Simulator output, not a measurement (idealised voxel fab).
A process module follows: voxel wiring stack.
Displayed cross-section: cut, width of 245 nm, square cells sized 5 nm.
We lay out every cross-section as a grid of square cells and spell it out in bands from the top down, where one band means one or more rows of cells. Band: top height; bottom height; in nm. Then, left to right: material with width in nm, for each material. "full width": a single material spanning edge to edge. "empty": empty space. Height datum 0, below which the as-received substrate wafer is one material. Lowest band open at the bottom, running downward: "0 -> down". A width such as "30..40" changes by the same amount from each row of cells to the next, from the band's top row to its bottom row. Given "no change occurred" for a step, no cell of the cross-section differs between before and after that step. Reported under the label "Enclosed internal voids" are the empty spaces having no open way to the top and comprising 8 cells or more; the notation for each is width x height at distance, in which the distance is measured from the left edge and all three values are in nm. Where a step's line continues beyond its settings, the continuation is a remark by the simulator itself on that step. "overlay nm" on a masked step: distance the mask lay right of its planned place, negative for left.
**Listed below are the process steps as planned**
step 1: RECEIVE,material Si
step 2: CONFORMAL_DEP,material SiO2,thk nm 10
step 3: CONFORMAL_DEP,material SiCN,thk nm 5
step 4: DIRECTIONAL_DEP,material lowk,thk nm 20
step 5: PATTERN,tone open,mask id METAL_1,material resist,width nm 25,pitch nm 55,thk nm 20,overlay nm 0
step 6: DIRECTIONAL_ETCH,etch materials lowk,depth nm 20
step 7: DIRECTIONAL_ETCH,etch materials SiCN,depth nm 5
step 8: STRIP,etch materials resist
step 9: CONFORMAL_DEP,material TiN,thk nm 5
step 10: FILL_DEP,material W,thk nm 10
step 11: CMP,height nm 35
step 12: CONFORMAL_DEP,material SiCN,thk nm 5
step 13: DIRECTIONAL_DEP,material lowk,thk nm 35
step 14: PATTERN,tone open,mask id METAL_2,material resist,width nm 25,pitch nm 55,thk nm 15,overlay nm 0
step 15: DIRECTIONAL_ETCH,etch materials lowk,depth nm 20
step 16: STRIP,etch materials resist
step 17: PATTERN,tone open,mask id METAL_2_HOLES,material resist,width nm 15,pitch nm 110,thk nm 20,overlay nm 0
step 18: DIRECTIONAL_ETCH,etch materials lowk,depth nm 15
step 19: DIRECTIONAL_ETCH,etch materials SiCN,depth nm 5
step 20: STRIP,etch materials resist
step 21: CONFORMAL_DEP,material TiN,thk nm 5
step 22: FILL_DEP,material Cu,thk nm 5
step 23: CMP,height nm 75
step 24: CONFORMAL_DEP,material SiN,thk nm 5
**Incoming wafer, cross-sectional view, post step 1**
0 -> down = Si full width
Enclosed internal voids: none
**First of two wafers at the end of the module, shown in cross-section; run carried out as planned**
80 -> 75 = SiN full width
75 -> 60 = 25 nm lowk, 5 nm TiN, 15 nm Cu, 5 nm TiN, 30 nm lowk, 5 nm TiN, 15 nm Cu, 5 nm TiN, 30 nm lowk, 5 nm TiN, 15 nm Cu, 5 nm TiN, 30 nm lowk, 5 nm TiN, 15 nm Cu, 5 nm TiN, 30 nm lowk
60 -> 55 = 25 nm lowk, 5 nm TiN, 5 nm Cu, 15 nm TiN, 30 nm lowk, 25 nm TiN, 30 nm lowk, 5 nm TiN, 5 nm Cu, 15 nm TiN, 30 nm lowk, 25 nm TiN, 30 nm lowk
55 -> 40 = 25 nm lowk, 5 nm TiN, 5 nm Cu, 5 nm TiN, 95 nm lowk, 5 nm TiN, 5 nm Cu, 5 nm TiN, 95 nm lowk
40 -> 35 = 25 nm SiCN, 15 nm TiN, 95 nm SiCN, 15 nm TiN, 95 nm SiCN
35 -> 15 = 25 nm lowk, 5 nm TiN, 15 nm W, 5 nm TiN, 30 nm lowk, 5 nm TiN, 15 nm W, 5 nm TiN, 30 nm lowk, 5 nm TiN, 15 nm W, 5 nm TiN, 30 nm lowk, 5 nm TiN, 15 nm W, 5 nm TiN, 30 nm lowk
15 -> 10 = 25 nm SiCN, 25 nm TiN, 30 nm SiCN, 25 nm TiN, 30 nm SiCN, 25 nm TiN, 30 nm SiCN, 25 nm TiN, 30 nm SiCN
10 -> 0 = SiO2 full width
0 -> down = Si full width
Enclosed internal voids: none
**Now the second wafer, cross-sectioned at the end of the module. Nothing different at the start, nothing different in the plan compared with the first, just one mistake when it was actually run**
80 -> 75 = SiN full width
75 -> 60 = 25 nm lowk, 5 nm TiN, 15 nm Cu, 5 nm TiN, 30 nm lowk, 5 nm TiN, 15 nm Cu, 5 nm TiN, 30 nm lowk, 5 nm TiN, 15 nm Cu, 5 nm TiN, 30 nm lowk, 5 nm TiN, 15 nm Cu, 5 nm TiN, 30 nm lowk
60 -> 55 = 25 nm lowk, 5 nm TiN, 5 nm Cu, 15 nm TiN, 30 nm lowk, 25 nm TiN, 30 nm lowk, 5 nm TiN, 5 nm Cu, 15 nm TiN, 30 nm lowk, 25 nm TiN, 30 nm lowk
55 -> 40 = 25 nm lowk, 5 nm TiN, 5 nm Cu, 5 nm TiN, 95 nm lowk, 5 nm TiN, 5 nm Cu, 5 nm TiN, 95 nm lowk
40 -> 35 = 25 nm SiCN, 15 nm TiN, 95 nm SiCN, 15 nm TiN, 95 nm SiCN
35 -> 15 = 30 nm lowk, 5 nm TiN, 10 nm W, 5 nm TiN, 35 nm lowk, 5 nm TiN, 10 nm W, 5 nm TiN, 35 nm lowk, 5 nm TiN, 10 nm W, 5 nm TiN, 35 nm lowk, 5 nm TiN, 10 nm W, 5 nm TiN, 30 nm lowk
15 -> 10 = 30 nm SiCN, 20 nm TiN, 35 nm SiCN, 20 nm TiN, 35 nm SiCN, 20 nm TiN, 35 nm SiCN, 20 nm TiN, 30 nm SiCN
10 -> 0 = SiO2 full width
0 -> down = Si full width
Enclosed internal voids: none
Short version of what went wrong: step 5 did not use the planned setting and instead ran as PATTERN,tone open,mask id METAL_1,material resist,width nm 20,pitch nm 55,thk nm 20,overlay nm 0
End of process, cell counts, second wafer against first, materials with more or fewer: 4 more of SiCN, 4 fewer of TiN, 16 fewer of W, 16 more of lowk
